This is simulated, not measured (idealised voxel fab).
process module | voxel wiring stack
Cross-section cut: width 280 nm, square cells of 5 nm.
We lay out every cross-section as a grid of square cells and spell it out in bands from the top down, where one band means one or more rows of cells.
First you get the band's top height and its bottom height, in nm, and then the materials it's made of, left to right, with each width in nm. If you see a single material with "everywhere", that one covers the band edge to edge. "empty" is empty space.
Heights from 0 (as-received wafer is one material below). Bottom band endless downward, as "0 -> down".
A width such as "30 to 40" changes by the same amount from each row of cells to the next, from the band's top row to its bottom row.
Key: "stayed the same" - step with no changed cell in the cross-section.
"Sealed void inventory": empty spaces of 8 cells or more with no open way to the top, each given as width x height at distance, distance from the left edge, all in nm.
The remark found on a step's line after its settings is issued by the simulator itself and pertains to that step.
Regarding "overlay nm": on a step with a mask, it is the distance the mask lay to the right of its planned place; a negative value places it to the left.

### Planned step list for the process
1,RECEIVE with material Si
2,CONFORMAL_DEP with material SiO2, thk nm 15
3,DIRECTIONAL_DEP with material TiN, thk nm 5
4,DIRECTIONAL_DEP with material Ru, thk nm 25
5,MASKED_ETCH with tone cover, mask id METAL_1, width nm 20, pitch nm 50, etch materials Ru, depth nm 25, overlay nm 0
6,MASKED_ETCH with tone cover, mask id METAL_1, width nm 20, pitch nm 50, etch materials TiN, depth nm 5, overlay nm 0
7,CONFORMAL_DEP with material SiCN, thk nm 5
8,FILL_DEP with material SiO2, thk nm 5
9,CMP with height nm 45
10,CONFORMAL_DEP with material SiCN, thk nm 5
11,DIRECTIONAL_DEP with material lowk, thk nm 20
12,PATTERN with tone open, mask id PLUG_1, material resist, width nm 15, pitch nm 100, thk nm 15, overlay nm 0
13,DIRECTIONAL_ETCH with etch materials lowk, depth nm 20
14,DIRECTIONAL_ETCH with etch materials SiCN, depth nm 5
15,STRIP with etch materials resist
16,CONFORMAL_DEP with material TiN, thk nm 5
17,FILL_DEP with material W, thk nm 5
18,CMP with height nm 70
19,DIRECTIONAL_DEP with material TiN, thk nm 5
20,DIRECTIONAL_DEP with material Ru, thk nm 20
21,DIRECTIONAL_DEP with material aC, thk nm 10
22,PATTERN with tone cover, mask id METAL_2, material resist, width nm 20, pitch nm 50, thk nm 30, overlay nm 0
23,DIRECTIONAL_ETCH with etch materials aC, depth nm 10
24,STRIP with etch materials resist
25,DIRECTIONAL_ETCH with etch materials Ru, depth nm 20
26,DIRECTIONAL_ETCH with etch materials TiN, depth nm 5
27,STRIP with etch materials aC
28,CONFORMAL_DEP with material SiN, thk nm 5
29,FILL_DEP with material lowk, thk nm 5
30,CMP with height nm 95
31,CONFORMAL_DEP with material SiCN, thk nm 5
32,DIRECTIONAL_DEP with material lowk, thk nm 25
33,MASKED_ETCH with tone open, mask id METAL_3_HOLES, width nm 15, pitch nm 100, etch materials lowk, depth nm 25, overlay nm 0
34,PATTERN with tone open, mask id METAL_3, material resist, width nm 20, pitch nm 50, thk nm 20, overlay nm 0
35,DIRECTIONAL_ETCH with etch materials lowk, depth nm 15
36,DIRECTIONAL_ETCH with etch materials SiCN, depth nm 5
37,STRIP with etch materials resist
38,CONFORMAL_DEP with material TiN, thk nm 5
39,FILL_DEP with material Cu, thk nm 5
40,CMP with height nm 125
41,CONFORMAL_DEP with material SiN, thk nm 5

### As-received state of the wafer in cross-section, equivalent to post-step 1
	0 -> down  Si everywhere
	Sealed void inventory: none

### Look at the cross-section after the module: the wafer started out the way shown above and the plan was the one shown above, yet one mistake was made along the way
	130 -> 125  SiN everywhere
	125 -> 115  80 nm lowk; 5 nm TiN; 10 nm Cu; 5 nm TiN; 30 nm lowk; 5 nm TiN; 10 nm Cu; 5 nm TiN; 30 nm lowk; 5 nm TiN; 10 nm Cu; 5 nm TiN; 80 nm lowk
	115 -> 110  80 nm lowk; 5 nm TiN; 5 nm Cu; 10 nm TiN; 30 nm lowk; 20 nm TiN; 30 nm lowk; 5 nm TiN; 5 nm Cu; 10 nm TiN; 80 nm lowk
	110 -> 100  80 nm lowk; 5 nm TiN; 5 nm Cu; 5 nm TiN; 85 nm lowk; 5 nm TiN; 5 nm Cu; 5 nm TiN; 85 nm lowk
	100 -> 95  80 nm SiCN; 15 nm TiN; 85 nm SiCN; 15 nm TiN; 85 nm SiCN
	95 -> 75  75 nm lowk; 5 nm SiN; 20 nm Ru; 5 nm SiN; 20 nm lowk; 5 nm SiN; 20 nm Ru; 5 nm SiN; 20 nm lowk; 5 nm SiN; 20 nm Ru; 5 nm SiN; 75 nm lowk
	75 -> 70  80 nm SiN; 20 nm TiN; 30 nm SiN; 20 nm TiN; 30 nm SiN; 20 nm TiN; 80 nm SiN
	70 -> 50  80 nm lowk; 5 nm TiN; 5 nm W; 5 nm TiN; 85 nm lowk; 5 nm TiN; 5 nm W; 5 nm TiN; 85 nm lowk
	50 -> 45  80 nm SiCN; 15 nm TiN; 85 nm SiCN; 15 nm TiN; 85 nm SiCN
	45 -> 40  75 nm SiO2; 30 nm SiCN; 20 nm SiO2; 30 nm SiCN; 20 nm SiO2; 30 nm SiCN; 75 nm SiO2
	40 -> 20  75 nm SiO2; 5 nm SiCN; 20 nm Ru; 5 nm SiCN; 20 nm SiO2; 5 nm SiCN; 20 nm Ru; 5 nm SiCN; 20 nm SiO2; 5 nm SiCN; 20 nm Ru; 5 nm SiCN; 75 nm SiO2
	20 -> 15  80 nm SiCN; 20 nm Ru; 30 nm SiCN; 20 nm Ru; 30 nm SiCN; 20 nm Ru; 80 nm SiCN
	15 -> 0  SiO2 everywhere
	0 -> down  Si everywhere
	Sealed void inventory: none
Error vs. plan: plan step 3: skipped, not run
